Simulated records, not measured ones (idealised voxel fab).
Title: Process Module voxel air gaps
205 nm wide, 5 nm square cells: that's cross-section cut.
Cross-section layout: square cells on a grid; listed as bands, top to bottom; a band spans one or more cell rows.
Quick guide to a band line: top height, bottom height (nm) up front; then every material left to right with its width in nm. Only one material and it's marked "all across"? Then it fills the band edge to edge. And "blank" just means empty space.
The reference from which all heights are counted is 0, the level beneath which the as-received wafer is entirely one material; the lowest band, having no lower bound, proceeds downward and is written after the example "from 0 down".
A width such as "30..40" changes by the same amount from each row of cells to the next, from the band's top row to its bottom row.
"remains unaltered" -> step changed no cross-section cell.
Closed-off voids of 8+ cells (no open route to the top) go in "closed voids", written width x height at distance from the left edge, in nm.
Step line, after settings: the simulator's comment on this step.
You can add "overlay nm" to a step's line. For a step with a mask, it describes how far the mask lay to the right of its planned position, and a negative number describes a lay to the left.

Set out below are the planned steps of the process:
step 1: RECEIVE, material Si
step 2: CONFORMAL_DEP, material SiO2, thk nm 15
step 3: CONFORMAL_DEP, material SiN, thk nm 5
step 4: DIRECTIONAL_DEP, material lowk, thk nm 40
step 5: MASKED_ETCH, tone open, mask id LINES, width nm 15, pitch nm 55, etch materials lowk, depth nm 40, overlay nm 0
step 6: CONFORMAL_DEP, material TiN, thk nm 5
step 7: FILL_DEP, material Ru, thk nm 5
step 8: CMP, height nm 60
step 9: EPI, material Ru, thk nm 10
step 10: SELECTIVE_ETCH, etch materials lowk, depth nm 50
step 11: CONFORMAL_DEP, material SiCN, thk nm 5
Every wafer here starts from the same state; it is the step 5 width nm that distinguishes them, and the value the plan gives belongs to the first wafer.

Received condition of the first of several wafers, sectioned: post-step 1:
- from 0 down: Si all across
- closed voids: none

Cross-section of the first of several wafers once the module has run through its last step, step 11:
- from 75 to 70: 25 of blank, then 45 of SiCN, then 10 of blank, then 45 of SiCN, then 10 of blank, then 45 of SiCN, then 25 of blank
- from 70 to 60: 25 of blank, then 5 of SiCN, then 35 of Ru, then 5 of SiCN, then 10 of blank, then 5 of SiCN, then 35 of Ru, then 5 of SiCN, then 10 of blank, then 5 of SiCN, then 35 of Ru, then 5 of SiCN, then 25 of blank
- from 60 to 55: 25 of blank, then 15 of SiCN, then 5 of TiN, then 5 of Ru, then 5 of TiN, then 15 of SiCN, then 10 of blank, then 15 of SiCN, then 5 of TiN, then 5 of Ru, then 5 of TiN, then 15 of SiCN, then 10 of blank, then 15 of SiCN, then 5 of TiN, then 5 of Ru, then 5 of TiN, then 15 of SiCN, then 25 of blank
- from 55 to 25: 35 of blank, then 5 of SiCN, then 5 of TiN, then 5 of Ru, then 5 of TiN, then 5 of SiCN, then 30 of blank, then 5 of SiCN, then 5 of TiN, then 5 of Ru, then 5 of TiN, then 5 of SiCN, then 30 of blank, then 5 of SiCN, then 5 of TiN, then 5 of Ru, then 5 of TiN, then 5 of SiCN, then 35 of blank
- from 25 to 20: 40 of SiCN, then 15 of TiN, then 40 of SiCN, then 15 of TiN, then 40 of SiCN, then 15 of TiN, then 40 of SiCN
- from 20 to 15: SiN all across
- from 15 to 0: SiO2 all across
- from 0 down: Si all across
- closed voids: none

Cross-sectional view, end of module, last wafer of several:
- from 75 to 70: 15 of blank, then 180 of SiCN, then 10 of blank
- from 70 to 60: 15 of blank, then 5 of SiCN, then 170 of Ru, then 5 of SiCN, then 10 of blank
- from 60 to 55: 15 of blank, then 15 of SiCN, then 5 of TiN, then 30 of Ru, then 5 of TiN, then 15 of lowk, then 5 of TiN, then 30 of Ru, then 5 of TiN, then 15 of lowk, then 5 of TiN, then 30 of Ru, then 5 of TiN, then 15 of SiCN, then 10 of blank
- from 55 to 25: 25 of blank, then 5 of SiCN, then 5 of TiN, then 30 of Ru, then 5 of TiN, then 15 of lowk, then 5 of TiN, then 30 of Ru, then 5 of TiN, then 15 of lowk, then 5 of TiN, then 30 of Ru, then 5 of TiN, then 5 of SiCN, then 20 of blank
- from 25 to 20: 30 of SiCN, then 40 of TiN, then 15 of lowk, then 40 of TiN, then 15 of lowk, then 40 of TiN, then 25 of SiCN
- from 20 to 15: SiN all across
- from 15 to 0: SiO2 all across
- from 0 down: Si all across
- closed voids: none

So in this table every wafer gets its own row, and what you see is where it stands at the end of the module: for each material, how many cells it picked up (+) or gave up (-) since we received it, and after that its closed voids:
width nm 15 | +63 Ru | +125 SiCN | +41 SiN | +123 SiO2 | +51 TiN | closed voids: none
width nm 20 | +90 Ru | +125 SiCN | +41 SiN | +123 SiO2 | +54 TiN | closed voids: none
width nm 25 | +117 Ru | +125 SiCN | +41 SiN | +123 SiO2 | +57 TiN | closed voids: 20 x 30 at 65; 20 x 30 at 120
width nm 30 | +144 Ru | +117 SiCN | +41 SiN | +123 SiO2 | +60 TiN | closed voids: 15 x 30 at 70; 15 x 30 at 125
width nm 35 | +171 Ru | +69 SiCN | +41 SiN | +123 SiO2 | +63 TiN | +64 lowk | closed voids: none
width nm 40 | +194 Ru | +69 SiCN | +41 SiN | +123 SiO2 | +66 TiN | +48 lowk | closed voids: none
